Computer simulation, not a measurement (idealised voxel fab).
Proc. module: voxel released beams
Cross-section cut spans 185 nm and uses square cells 5 nm in size.
Each cross-section below is a grid of square cells, stated as bands in top-down order, with one or more rows of cells making up each band.
This entry defines a band. It first specifies the height of the band's top and the height of its bottom in nm, and then specifies the band's materials from left to right, stating each material with its width in nm. The word "all across" identifies a single material that fills the band from edge to edge, while the word "air" identifies empty space.
Beneath 0, the wafer as received is one material, and that level is where height counting begins. The lowest band goes on downward without a bottom; it is written like "0..down".
A width such as "30 to 40" changes by the same amount from each row of cells to the next, from the band's top row to its bottom row.
What does "same as before" mean for a step? It means no cell of the cross-section changed in that step.
Any empty space of 8 cells or more lacking an open way to the top shows up in "Trapped voids" as width x height at distance, distance from the left edge, in nm.
Heads up: the bit after the settings on a step's line is the simulator's remark on that step.
What "overlay nm" on a step's line means: if the step has a mask, that mask lay this far to the right of its planned place, or, when the value is negative, to the left.
Below is the list of planned process steps:
1. RECEIVE,material Si
2. CONFORMAL_DEP,material SiN,thk nm 5
3. DIRECTIONAL_DEP,material SiO2,thk nm 10
4. DIRECTIONAL_DEP,material aC,thk nm 10
5. PATTERN,tone open,mask id ANCHOR,material resist,width nm 20,thk nm 30,overlay nm 0
6. DIRECTIONAL_ETCH,etch materials aC,depth nm 10
7. STRIP,etch materials resist
8. DIRECTIONAL_ETCH,etch materials SiO2,depth nm 10
9. STRIP,etch materials aC
10. CONFORMAL_DEP,material polySi,thk nm 10
11. DIRECTIONAL_DEP,material aC,thk nm 15
12. PATTERN,tone cover,mask id BEAM,material resist,width nm 80,thk nm 35,overlay nm 0
13. DIRECTIONAL_ETCH,etch materials aC,depth nm 15
14. STRIP,etch materials resist
15. DIRECTIONAL_ETCH,etch materials polySi,depth nm 10
16. STRIP,etch materials aC
17. STRIP,etch materials SiO2
What sets these wafers apart? The width nm at step 5. They all start alike, and the plan carries the first wafer's value.
Cross-section, first of several wafers, as delivered after step 1:
	0..down: Si all across
	Trapped voids: none
The figure below presents a cross-section of the first of several wafers at the conclusion of the module, following its last step, step 17:
	25..15: 50 nm air; 80 nm polySi; 55 nm air
	15..5: 60 nm air; 20 nm polySi; 105 nm air
	5..0: SiN all across
	0..down: Si all across
	Trapped voids: none
Cross-section of the final wafer among several, taken at the end of the module:
	25..15: 50 nm air; 10 nm polySi; 25 nm air; 45 nm polySi; 55 nm air
	15..5: 50 nm air; 45 nm polySi; 90 nm air
	5..0: SiN all across
	0..down: Si all across
	Trapped voids: none
The table below has one row for each wafer; a row shows, as of the end of the module, how many cells of each material the wafer has gained, marked (+), or lost, marked (-), since it was received, and then the wafer's closed voids:
width nm 20; +37 SiN; +40 polySi; Trapped voids: none
width nm 25; +37 SiN; +40 polySi; Trapped voids: none
width nm 30; +37 SiN; +40 polySi; Trapped voids: none
width nm 35; +37 SiN; +40 polySi; Trapped voids: none
width nm 40; +37 SiN; +40 polySi; Trapped voids: none
width nm 45; +37 SiN; +40 polySi; Trapped voids: none
